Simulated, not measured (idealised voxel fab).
This section sets out a process module, namely voxel released beams.
The figure presents cross-section cut, which has a width of 160 nm and is divided into square cells with an edge length of 5 nm.
We lay out every cross-section as a grid of square cells and spell it out in bands from the top down, where one band means one or more rows of cells.
Look at the band entry: it leads with the top's height and the bottom's height in nm. Then it lists the materials left to right, with a width in nm for each. The word "throughout" on a single material says that material fills the band edge to edge. The word "air" is empty space.
Convention: height 0 is the level below which the wafer, as received, is all one material. The lowest band does not terminate at the bottom but continues downward, represented as "0 nm and below".
So if you see something like "30 to 40" for the width, read it as the top row of the band sitting at the first number and the bottom row at the second, with every row in between moving by the same amount as the last.
Basically "stayed the same" means that step didn't change any cell in the cross-section.
"Internal closed voids": empty spaces of 8 cells or more with no open way to the top, each given as width x height at distance, distance from the left edge, all in nm.
If you see something after the settings on a step's line, that's the simulator's own remark about that step.
overlay nm: for a step with a mask, the amount by which the mask lay right of where it was planned; a negative amount means left of it.

# The process steps that were planned are listed below
1) RECEIVE,material Si
2) CONFORMAL_DEP,material SiN,thk nm 5
3) DIRECTIONAL_DEP,material SiO2,thk nm 15
4) DIRECTIONAL_DEP,material aC,thk nm 15
5) PATTERN,tone open,mask id ANCHOR,material resist,width nm 35,thk nm 35,overlay nm 0
6) DIRECTIONAL_ETCH,etch materials aC,depth nm 15
7) STRIP,etch materials resist
8) DIRECTIONAL_ETCH,etch materials SiO2,depth nm 15
9) STRIP,etch materials aC
10) CONFORMAL_DEP,material W,thk nm 15
11) PATTERN,tone cover,mask id BEAM,material resist,width nm 110,thk nm 15,overlay nm 0
12) DIRECTIONAL_ETCH,etch materials W,depth nm 15
13) STRIP,etch materials resist
14) STRIP,etch materials SiO2

# This is the cross-section of the wafer as we received it, i.e. after step 1
    0 nm and below = Si throughout
    Internal closed voids: none

# Result of the module, cross-sectioned: start per above, plan per above, one error in how it was run
    35 nm to 20 nm = 20 air, 110 W, 30 air
    20 nm to 15 nm = SiN throughout
    15 nm to 0 nm = SiO2 throughout
    0 nm and below = Si throughout
    Internal closed voids: none
It is concluded that the wafer was processed incorrectly with respect to the plan, in that steps 2 and 3 run out of order (swapped)
